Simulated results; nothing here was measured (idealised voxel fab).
Process module under the name voxel capacitor over wiring
The cross-section shown here is cut; it is 230 nm wide and divided into square cells measuring 5 nm on a side.
A cross-section in this document is a grid of square cells, and it is written down as bands, the top band listed before the ones below it; a band is made up of one or more rows of cells. Heads up on the band format: heights come first, top then bottom, in nm. After that it's the materials left to right, each with its width in nm. A single material flagged "throughout" fills the whole band edge to edge, and "empty" means there's empty space there. All heights in this document are referenced to 0, defined as the level beneath which the wafer, as received, consists entirely of one material. The lowest band is not bounded below; it extends indefinitely downward and is written in the form "top 0, no bottom". The width entry "30->40" should be interpreted row by row: the top row of cells in the band takes the first number, the bottom row takes the second number, and the change between adjacent rows is uniform throughout. It should be understood that the words "no modifications", when stated for a given step, signify that the cross-section underwent no change in any of its cells during that step. Basically, "Enclosed voids" tells you about the enclosed voids: empty spaces with no open way to the top, 8 cells or bigger, each written width x height at distance, where distance is from the left edge, all in nm. Anything after a step's settings on that line? It's the simulator's own note about the step. Among the settings permitted on a step's line is "overlay nm"; applied to a step with a mask, it specifies the extent to which the mask lay to the right of its planned position, whereas a negative figure signifies a position to the left.

**Planned process steps**
1,RECEIVE: material Si
2,CONFORMAL_DEP: material SiO2, thk nm 10
3,CONFORMAL_DEP: material SiCN, thk nm 5
4,DIRECTIONAL_DEP: material SiO2, thk nm 20
5,DIRECTIONAL_DEP: material aC, thk nm 10
6,PATTERN: tone open, mask id METAL_1, material resist, width nm 25, pitch nm 95, thk nm 25, overlay nm 0
7,DIRECTIONAL_ETCH: etch materials aC, depth nm 10
8,STRIP: etch materials resist
9,DIRECTIONAL_ETCH: etch materials SiO2, depth nm 20
10,DIRECTIONAL_ETCH: etch materials SiCN, depth nm 5
11,STRIP: etch materials aC
12,CONFORMAL_DEP: material TiN, thk nm 5
13,FILL_DEP: material Cu, thk nm 10
14,CMP: height nm 35
15,CONFORMAL_DEP: material SiCN, thk nm 5
16,DIRECTIONAL_DEP: material SiO2, thk nm 10
17,PATTERN: tone open, mask id PLUG_1, material resist, width nm 15, thk nm 15, overlay nm 0
18,DIRECTIONAL_ETCH: etch materials SiO2, depth nm 10
19,DIRECTIONAL_ETCH: etch materials SiCN, depth nm 5
20,STRIP: etch materials resist
21,CONFORMAL_DEP: material TiN, thk nm 5
22,FILL_DEP: material Cu, thk nm 10
23,CMP: height nm 50
24,DIRECTIONAL_DEP: material TiN, thk nm 5
25,DIRECTIONAL_DEP: material SiN, thk nm 5
26,DIRECTIONAL_DEP: material TiN, thk nm 5
27,MASKED_ETCH: tone cover, mask id UPPER_PLATE, width nm 75, etch materials TiN, depth nm 5, overlay nm 0
28,MASKED_ETCH: tone cover, mask id UPPER_PLATE, width nm 75, etch materials SiN, depth nm 5, overlay nm 0
29,DIRECTIONAL_DEP: material aC, thk nm 10
30,PATTERN: tone cover, mask id LOWER_PLATE, material resist, width nm 85, thk nm 25, overlay nm 0
31,DIRECTIONAL_ETCH: etch materials aC, depth nm 10
32,STRIP: etch materials resist
33,DIRECTIONAL_ETCH: etch materials TiN, depth nm 5
34,STRIP: etch materials aC
35,FILL_DEP: material SiO2, thk nm 15
36,CMP: height nm 75
37,DIRECTIONAL_DEP: material aC, thk nm 15
38,PATTERN: tone open, mask id PLUG_2, material resist, width nm 15, thk nm 30, overlay nm 0
39,DIRECTIONAL_ETCH: etch materials aC, depth nm 15
40,STRIP: etch materials resist
41,DIRECTIONAL_ETCH: etch materials SiO2, depth nm 10
42,STRIP: etch materials aC
43,CONFORMAL_DEP: material TiN, thk nm 5
44,FILL_DEP: material W, thk nm 10
45,CMP: height nm 75
46,CONFORMAL_DEP: material SiN, thk nm 5

**Wafer as received: cross-section following step 1**
	top 0, no bottom | Si throughout
	Enclosed voids: none

**Cross-sectional view of the first of the two wafers upon completion of the module, processed in accordance with the plan**
	top 80, bottom 75 | SiN throughout
	top 75, bottom 70 | SiO2 75 | TiN 5 | W 5 | TiN 5 | SiO2 140
	top 70, bottom 60 | SiO2 75->65 | TiN 15->75 | SiO2 140->90
	top 60, bottom 55 | SiO2 65 | SiN 75 | SiO2 90
	top 55, bottom 50 | SiO2 60 | TiN 85 | SiO2 85
	top 50, bottom 40 | SiO2 65 | TiN 5 | Cu 5 | TiN 5 | SiO2 150
	top 40, bottom 35 | SiCN 65 | TiN 15 | SiCN 150
	top 35, bottom 15 | SiO2 55 | TiN 5 | Cu 15 | TiN 5 | SiO2 70 | TiN 5 | Cu 15 | TiN 5 | SiO2 55
	top 15, bottom 10 | SiCN 55 | TiN 25 | SiCN 70 | TiN 25 | SiCN 55
	top 10, bottom 0 | SiO2 throughout
	top 0, no bottom | Si throughout
	Enclosed voids: none

**Wafer two, end of module, cross-section. Same start, same plan as wafer one. One mistake in the run**
	top 80, bottom 75 | SiN throughout
	top 75, bottom 70 | SiO2 75 | TiN 5 | W 5 | TiN 5 | SiO2 140
	top 70, bottom 60 | SiO2 75->65 | TiN 15->75 | SiO2 140->90
	top 60, bottom 55 | SiO2 65 | SiN 75 | SiO2 90
	top 55, bottom 50 | SiO2 60 | TiN 85 | SiO2 85
	top 50, bottom 40 | SiO2 65 | TiN 5 | SiO2 5 | TiN 5 | SiO2 150
	top 40, bottom 35 | SiCN 65 | TiN 15 | SiCN 150
	top 35, bottom 15 | SiO2 55 | TiN 5 | Cu 15 | TiN 5 | SiO2 70 | TiN 5 | Cu 15 | TiN 5 | SiO2 55
	top 15, bottom 10 | SiCN 55 | TiN 25 | SiCN 70 | TiN 25 | SiCN 55
	top 10, bottom 0 | SiO2 throughout
	top 0, no bottom | Si throughout
	Enclosed voids: none
Want to know what went wrong? rather than as planned, step 22 actually ran as FILL_DEP: material SiO2, thk nm 10
Final difference in cells, second wafer against first, listed per material as more or fewer: -2 Cu | +2 SiO2
